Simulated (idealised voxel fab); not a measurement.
Process module in this document: voxel transistor to metal
The width of the displayed cross-section, cut, is 295 nm; its cells are square, with a size of 5 nm.
Think of the cross-section as a grid of square cells. We describe it in bands, top to bottom, and each band covers one or more rows of those cells.
For a band, the entry starts with two heights in nm, that of the top and then that of the bottom, and carries on with the band's materials in order from left to right, each alongside its width in nm; the word "edge to edge" beside a single material means it fills the band edge to edge, and "air" means empty space.
A quick word on heights: they are counted from 0, and under that level the wafer as it came to us is one material throughout. The lowest band is different from the rest in having no bottom; it simply continues downward, written as in "z 0 and below".
A width such as "30->40" changes by the same amount from each row of cells to the next, from the band's top row to its bottom row.
Step marked "remained the same"? Then no cell in the cross-section changed in it.
Empty spaces counting at least 8 cells and having no open way to the top are listed in "Sealed void list". The notation width x height at distance is used for each, the distance being from the left edge and all three values in nm.
Note: text after step settings on the step line = simulator remark on that step.
overlay nm: how far to the right of its planned place the mask lay on this masked step (negative: to the left).

The steps planned for the process are as follows:
1) op RECEIVE | material Si
2) op CONFORMAL_DEP | material SiO2 | thk nm 5
3) op CONFORMAL_DEP | material SiN | thk nm 10
4) op MASKED_ETCH | tone cover | mask id ACTIVE | width nm 115 | pitch nm 135 | etch materials SiN | depth nm 10 | overlay nm 0
5) op MASKED_ETCH | tone cover | mask id ACTIVE | width nm 115 | pitch nm 135 | etch materials SiO2 | depth nm 5 | overlay nm 0
6) op MASKED_ETCH | tone cover | mask id ACTIVE | width nm 115 | pitch nm 135 | etch materials Si | depth nm 20 | overlay nm 0
7) op FILL_DEP | material SiO2 | thk nm 15
8) op CMP | height nm 15
9) op SELECTIVE_ETCH | etch materials SiO2 | depth nm 10
10) op STRIP | etch materials SiN
11) op SELECTIVE_ETCH | etch materials SiO2 | depth nm 5
12) op OXIDIZE | depth nm 5
13) op DIRECTIONAL_DEP | material polySi | thk nm 30
14) op DIRECTIONAL_DEP | material SiCN | thk nm 15
15) op DIRECTIONAL_DEP | material aC | thk nm 15
16) op PATTERN | tone cover | mask id GATE | material resist | width nm 25 | pitch nm 135 | thk nm 35 | overlay nm 0
17) op DIRECTIONAL_ETCH | etch materials aC | depth nm 15
18) op STRIP | etch materials resist
19) op DIRECTIONAL_ETCH | etch materials SiCN | depth nm 25
20) op DIRECTIONAL_ETCH | etch materials polySi | depth nm 40
21) op STRIP | etch materials aC
22) op CONFORMAL_DEP | material SiO2 | thk nm 5
23) op DIRECTIONAL_ETCH | etch materials SiO2 | depth nm 5
24) op CONFORMAL_DEP | material SiN | thk nm 10
25) op DIRECTIONAL_ETCH | etch materials SiN | depth nm 10
26) op DIRECTIONAL_ETCH | etch materials SiO2 | depth nm 5
27) op DIRECTIONAL_ETCH | etch materials Si | depth nm 10
28) op EPI | material SiGe | thk nm 10
29) op FILL_DEP | material SiO2 | thk nm 5
30) op CMP | height nm 30
31) op STRIP | etch materials polySi
32) op SELECTIVE_ETCH | etch materials SiO2 | depth nm 5
33) op CONFORMAL_DEP | material HfO2 | thk nm 5
34) op CONFORMAL_DEP | material TiN | thk nm 5
35) op FILL_DEP | material W | thk nm 10
36) op CMP | height nm 25
37) op DIRECTIONAL_DEP | material SiO2 | thk nm 10
38) op MASKED_ETCH | tone open | mask id CONTACT | width nm 20 | etch materials SiO2 | depth nm 40 | overlay nm 0
39) op CONFORMAL_DEP | material TiN | thk nm 5
40) op FILL_DEP | material W | thk nm 5
41) op CMP | height nm 35
42) op CONFORMAL_DEP | material SiN | thk nm 5
43) op DIRECTIONAL_DEP | material lowk | thk nm 15
44) op MASKED_ETCH | tone open | mask id METAL_1 | width nm 20 | etch materials lowk | depth nm 15 | overlay nm 0
45) op MASKED_ETCH | tone open | mask id METAL_1 | width nm 20 | etch materials SiN | depth nm 5 | overlay nm 0
46) op CONFORMAL_DEP | material TiN | thk nm 5
47) op FILL_DEP | material Cu | thk nm 10
48) op CMP | height nm 55
49) op CONFORMAL_DEP | material SiCN | thk nm 5
50) op DIRECTIONAL_DEP | material lowk | thk nm 30
51) op DIRECTIONAL_DEP | material aC | thk nm 10
52) op PATTERN | tone open | mask id METAL_2_HOLES | material resist | width nm 15 | pitch nm 135 | thk nm 30 | overlay nm 0
53) op DIRECTIONAL_ETCH | etch materials aC | depth nm 10
54) op STRIP | etch materials resist
55) op DIRECTIONAL_ETCH | etch materials lowk | depth nm 30
56) op STRIP | etch materials aC
57) op PATTERN | tone open | mask id METAL_2 | material resist | width nm 20 | pitch nm 135 | thk nm 15 | overlay nm 0
58) op DIRECTIONAL_ETCH | etch materials lowk | depth nm 15
59) op DIRECTIONAL_ETCH | etch materials SiCN | depth nm 5
60) op STRIP | etch materials resist
61) op CONFORMAL_DEP | material TiN | thk nm 5
62) op FILL_DEP | material Ru | thk nm 10
63) op CMP | height nm 90
64) op CONFORMAL_DEP | material SiCN | thk nm 5

The cross-section here shows the wafer as received, i.e. in its state after step 1:
    z 0 and below  Si edge to edge
    Sealed void list: none

The first of two wafers, cross-sectioned at the end of the module, with the run proceeding as planned:
    z 95 to 90  SiCN edge to edge
    z 90 to 80  25 nm lowk; 5 nm TiN; 10 nm Ru; 5 nm TiN; 115 nm lowk; 5 nm TiN; 10 nm Ru; 5 nm TiN; 115 nm lowk
    z 80 to 75  25 nm lowk; 5 nm TiN; 5 nm Ru; 10 nm TiN; 115 nm lowk; 5 nm TiN; 5 nm Ru; 10 nm TiN; 115 nm lowk
    z 75 to 60  25 nm lowk; 5 nm TiN; 5 nm Ru; 5 nm TiN; 120 nm lowk; 5 nm TiN; 5 nm Ru; 5 nm TiN; 120 nm lowk
    z 60 to 55  25 nm SiCN; 15 nm TiN; 120 nm SiCN; 15 nm TiN; 120 nm SiCN
    z 55 to 40  25 nm lowk; 5 nm TiN; 10 nm Cu; 5 nm TiN; 65 nm lowk; 5 nm TiN; 10 nm Cu; 5 nm TiN; 30 nm lowk; 5 nm TiN; 10 nm Cu; 5 nm TiN; 65 nm lowk; 5 nm TiN; 10 nm Cu; 5 nm TiN; 30 nm lowk
    z 40 to 35  25 nm SiN; 20 nm TiN; 65 nm SiN; 20 nm TiN; 30 nm SiN; 20 nm TiN; 65 nm SiN; 20 nm TiN; 30 nm SiN
    z 35 to 25  25 nm SiO2; 5 nm TiN; 10 nm W; 5 nm TiN; 65 nm SiO2; 5 nm TiN; 10 nm W; 5 nm TiN; 30 nm SiO2; 5 nm TiN; 10 nm W; 5 nm TiN; 65 nm SiO2; 5 nm TiN; 10 nm W; 5 nm TiN; 30 nm SiO2
    z 25 to 10  25 nm SiO2; 5 nm TiN; 10 nm W; 5 nm TiN; 5 nm SiO2; 10 nm SiN; 5 nm HfO2; 5 nm TiN; 15 nm W; 5 nm TiN; 5 nm HfO2; 10 nm SiN; 5 nm SiO2; 5 nm TiN; 10 nm W; 5 nm TiN; 30 nm SiO2; 5 nm TiN; 10 nm W; 5 nm TiN; 5 nm SiO2; 10 nm SiN; 5 nm HfO2; 5 nm TiN; 15 nm W; 5 nm TiN; 5 nm HfO2; 10 nm SiN; 5 nm SiO2; 5 nm TiN; 10 nm W; 5 nm TiN; 30 nm SiO2
    z 10 to 5  25 nm SiO2; 5 nm TiN; 5 nm W; 10 nm TiN; 5 nm SiO2; 10 nm SiN; 5 nm HfO2; 5 nm TiN; 15 nm W; 5 nm TiN; 5 nm HfO2; 10 nm SiN; 5 nm SiO2; 10 nm TiN; 5 nm W; 5 nm TiN; 30 nm SiO2; 5 nm TiN; 5 nm W; 10 nm TiN; 5 nm SiO2; 10 nm SiN; 5 nm HfO2; 5 nm TiN; 15 nm W; 5 nm TiN; 5 nm HfO2; 10 nm SiN; 5 nm SiO2; 10 nm TiN; 5 nm W; 5 nm TiN; 30 nm SiO2
    z 5 to 0  25 nm SiO2; 5 nm TiN; 5 nm W; 5 nm TiN; 10 nm SiGe; 10 nm SiN; 5 nm HfO2; 25 nm TiN; 5 nm HfO2; 10 nm SiN; 10 nm SiGe; 5 nm TiN; 5 nm W; 5 nm TiN; 30 nm SiO2; 5 nm TiN; 5 nm W; 5 nm TiN; 10 nm SiGe; 10 nm SiN; 5 nm HfO2; 25 nm TiN; 5 nm HfO2; 10 nm SiN; 10 nm SiGe; 5 nm TiN; 5 nm W; 5 nm TiN; 30 nm SiO2
    z 0 to -5  25 nm SiO2; 15 nm TiN; 10 nm SiGe; 10 nm SiO2; 35 nm HfO2; 10 nm SiO2; 10 nm SiGe; 15 nm TiN; 30 nm SiO2; 15 nm TiN; 10 nm SiGe; 10 nm SiO2; 35 nm HfO2; 10 nm SiO2; 10 nm SiGe; 15 nm TiN; 30 nm SiO2
    z -5 to -15  20 nm SiO2; 30 nm SiGe; 55 nm Si; 30 nm SiGe; 20 nm SiO2; 30 nm SiGe; 55 nm Si; 30 nm SiGe; 25 nm SiO2
    z -15 to -20  20 nm SiO2; 115 nm Si; 20 nm SiO2; 115 nm Si; 25 nm SiO2
    z -20 and below  Si edge to edge
    Sealed void list: none

What the second wafer looks like in cross-section once the module is done. Its start and its plan matched the first wafer's exactly; what differed was one mistake in how it was run:
    z 95 to 90  SiCN edge to edge
    z 90 to 80  25 nm lowk; 5 nm TiN; 10 nm Ru; 5 nm TiN; 115 nm lowk; 5 nm TiN; 10 nm Ru; 5 nm TiN; 115 nm lowk
    z 80 to 75  25 nm lowk; 5 nm TiN; 5 nm Ru; 10 nm TiN; 115 nm lowk; 5 nm TiN; 5 nm Ru; 10 nm TiN; 115 nm lowk
    z 75 to 65  25 nm lowk; 5 nm TiN; 5 nm Ru; 5 nm TiN; 120 nm lowk; 5 nm TiN; 5 nm Ru; 5 nm TiN; 120 nm lowk
    z 65 to 60  25 nm lowk; 15 nm TiN; 120 nm lowk; 15 nm TiN; 120 nm lowk
    z 60 to 55  30 nm SiCN; 10 nm TiN; 125 nm SiCN; 10 nm TiN; 120 nm SiCN
    z 55 to 40  25 nm lowk; 5 nm TiN; 10 nm Cu; 5 nm TiN; 65 nm lowk; 5 nm TiN; 10 nm Cu; 5 nm TiN; 30 nm lowk; 5 nm TiN; 10 nm Cu; 5 nm TiN; 65 nm lowk; 5 nm TiN; 10 nm Cu; 5 nm TiN; 30 nm lowk
    z 40 to 35  25 nm SiN; 20 nm TiN; 65 nm SiN; 20 nm TiN; 30 nm SiN; 20 nm TiN; 65 nm SiN; 20 nm TiN; 30 nm SiN
    z 35 to 25  25 nm SiO2; 5 nm TiN; 10 nm W; 5 nm TiN; 65 nm SiO2; 5 nm TiN; 10 nm W; 5 nm TiN; 30 nm SiO2; 5 nm TiN; 10 nm W; 5 nm TiN; 65 nm SiO2; 5 nm TiN; 10 nm W; 5 nm TiN; 30 nm SiO2
    z 25 to 10  25 nm SiO2; 5 nm TiN; 10 nm W; 5 nm TiN; 5 nm SiO2; 10 nm SiN; 5 nm HfO2; 5 nm TiN; 15 nm W; 5 nm TiN; 5 nm HfO2; 10 nm SiN; 5 nm SiO2; 5 nm TiN; 10 nm W; 5 nm TiN; 30 nm SiO2; 5 nm TiN; 10 nm W; 5 nm TiN; 5 nm SiO2; 10 nm SiN; 5 nm HfO2; 5 nm TiN; 15 nm W; 5 nm TiN; 5 nm HfO2; 10 nm SiN; 5 nm SiO2; 5 nm TiN; 10 nm W; 5 nm TiN; 30 nm SiO2
    z 10 to 5  25 nm SiO2; 5 nm TiN; 5 nm W; 10 nm TiN; 5 nm SiO2; 10 nm SiN; 5 nm HfO2; 5 nm TiN; 15 nm W; 5 nm TiN; 5 nm HfO2; 10 nm SiN; 5 nm SiO2; 10 nm TiN; 5 nm W; 5 nm TiN; 30 nm SiO2; 5 nm TiN; 5 nm W; 10 nm TiN; 5 nm SiO2; 10 nm SiN; 5 nm HfO2; 5 nm TiN; 15 nm W; 5 nm TiN; 5 nm HfO2; 10 nm SiN; 5 nm SiO2; 10 nm TiN; 5 nm W; 5 nm TiN; 30 nm SiO2
    z 5 to 0  25 nm SiO2; 5 nm TiN; 5 nm W; 5 nm TiN; 10 nm SiGe; 10 nm SiN; 5 nm HfO2; 25 nm TiN; 5 nm HfO2; 10 nm SiN; 10 nm SiGe; 5 nm TiN; 5 nm W; 5 nm TiN; 30 nm SiO2; 5 nm TiN; 5 nm W; 5 nm TiN; 10 nm SiGe; 10 nm SiN; 5 nm HfO2; 25 nm TiN; 5 nm HfO2; 10 nm SiN; 10 nm SiGe; 5 nm TiN; 5 nm W; 5 nm TiN; 30 nm SiO2
    z 0 to -5  25 nm SiO2; 15 nm TiN; 10 nm SiGe; 10 nm SiO2; 35 nm HfO2; 10 nm SiO2; 10 nm SiGe; 15 nm TiN; 30 nm SiO2; 15 nm TiN; 10 nm SiGe; 10 nm SiO2; 35 nm HfO2; 10 nm SiO2; 10 nm SiGe; 15 nm TiN; 30 nm SiO2
    z -5 to -15  20 nm SiO2; 30 nm SiGe; 55 nm Si; 30 nm SiGe; 20 nm SiO2; 30 nm SiGe; 55 nm Si; 30 nm SiGe; 25 nm SiO2
    z -15 to -20  20 nm SiO2; 115 nm Si; 20 nm SiO2; 115 nm Si; 25 nm SiO2
    z -20 and below  Si edge to edge
    Sealed void list: none
what went wrong: contrary to plan, step 57 was performed as op PATTERN | tone open | mask id METAL_2 | material resist | width nm 15 | pitch nm 135 | thk nm 15 | overlay nm 0
Final cells, second wafer relative to first, materials higher or lower: -2 Ru, +2 SiCN
